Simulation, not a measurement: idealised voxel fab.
process module | voxel self aligned contacts
cross-section cut | 140 nm wide | cells 5 nm
A cross-section is a grid of square cells, given in bands from the top down. A band is one or more rows of cells.
Each band's line starts with the height of the band's top and of its bottom, in nm. Then come its materials from left to right, each with its width in nm. One material with "throughout" fills the band from edge to edge. "air" is empty space.
Height 0 is the level under which the wafer as received is all one material. The lowest band goes on downwards, as in "0 down".
A width such as "30 to 40" changes by the same amount from each row of cells to the next, from the band's top row to its bottom row.
"no change" after a step means that no cell of the cross-section changed.
closed voids: empty space of 8 cells or more with no open way to the top, each as width x height at its distance from the left edge, in nm
after a step's settings: what the simulator itself notes on the step
overlay nm, on a step with a mask: how far to the right of its planned place the mask lay; to the left if negative
plan
1 op RECEIVE | material Si
2 op OXIDIZE | depth nm 5
3 op DIRECTIONAL_DEP | material polySi | thk nm 25
4 op DIRECTIONAL_DEP | material SiN | thk nm 25
5 op PATTERN | tone cover | mask id GATE | material resist | width nm 35 | pitch nm 75 | thk nm 20 | overlay nm 0
6 op DIRECTIONAL_ETCH | etch materials SiN | depth nm 25
7 op DIRECTIONAL_ETCH | etch materials polySi | depth nm 25
8 op STRIP | etch materials resist
9 op CONFORMAL_DEP | material SiN | thk nm 10
10 op DIRECTIONAL_ETCH | etch materials SiN | depth nm 10
11 op FILL_DEP | material SiO2 | thk nm 10
12 op CMP | height nm 55
13 op PATTERN | tone open | mask id CONTACT | material resist | width nm 50 | thk nm 20 | overlay nm -15
14 op DIRECTIONAL_ETCH | etch materials SiO2 | depth nm 60
15 op STRIP | etch materials resist
16 op CONFORMAL_DEP | material TiN | thk nm 5
17 op FILL_DEP | material W | thk nm 10
18 op CMP | height nm 55
19 op CONFORMAL_DEP | material SiCN | thk nm 5
varied across the wafers: overlay nm of step 13. The plan shows the first wafer's value. All wafers start alike
first wafer as received, after step 1
  0 down: Si throughout
  closed voids: none
first wafer at the end, after step 19
  60 to 55: SiCN throughout
  55 to 50: SiO2 30 | TiN 35 | W 10 | TiN 5 | SiO2 60
  50 to 25: SiO2 5 | SiN 55 | TiN 5 | W 10 | TiN 5 | SiN 55 | SiO2 5
  25 to 0: SiO2 5 | SiN 10 | polySi 35 | SiN 10 | TiN 5 | W 10 | TiN 5 | SiN 10 | polySi 35 | SiN 10 | SiO2 5
  0 to -5: SiO2 60 | TiN 20 | SiO2 60
  -5 down: Si throughout
  closed voids: none
last wafer at the end
  60 to 55: SiCN throughout
  55 to 50: SiO2 60 | TiN 5 | W 10 | TiN 35 | SiO2 30
  50 to 25: SiO2 5 | SiN 55 | TiN 5 | W 10 | TiN 5 | SiN 55 | SiO2 5
  25 to 0: SiO2 5 | SiN 10 | polySi 35 | SiN 10 | TiN 5 | W 10 | TiN 5 | SiN 10 | polySi 35 | SiN 10 | SiO2 5
  0 to -5: SiO2 60 | TiN 20 | SiO2 60
  -5 down: Si throughout
  closed voids: none
each wafer at the end: cells of each material gained (+) or lost (-) since it was received, then its closed voids
overlay nm -15 | -28 Si | +28 SiCN | +150 SiN | +62 SiO2 | +32 TiN | +22 W | +70 polySi | closed voids: none
overlay nm -10 | -28 Si | +28 SiCN | +150 SiN | +62 SiO2 | +32 TiN | +22 W | +70 polySi | closed voids: none
overlay nm -5 | -28 Si | +28 SiCN | +150 SiN | +62 SiO2 | +32 TiN | +22 W | +70 polySi | closed voids: none
overlay nm 0 | -28 Si | +28 SiCN | +150 SiN | +62 SiO2 | +32 TiN | +22 W | +70 polySi | closed voids: none
overlay nm 5 | -28 Si | +28 SiCN | +150 SiN | +62 SiO2 | +32 TiN | +22 W | +70 polySi | closed voids: none
overlay nm 10 | -28 Si | +28 SiCN | +150 SiN | +62 SiO2 | +32 TiN | +22 W | +70 polySi | closed voids: none
overlay nm 15 | -28 Si | +28 SiCN | +150 SiN | +62 SiO2 | +32 TiN | +22 W | +70 polySi | closed voids: none
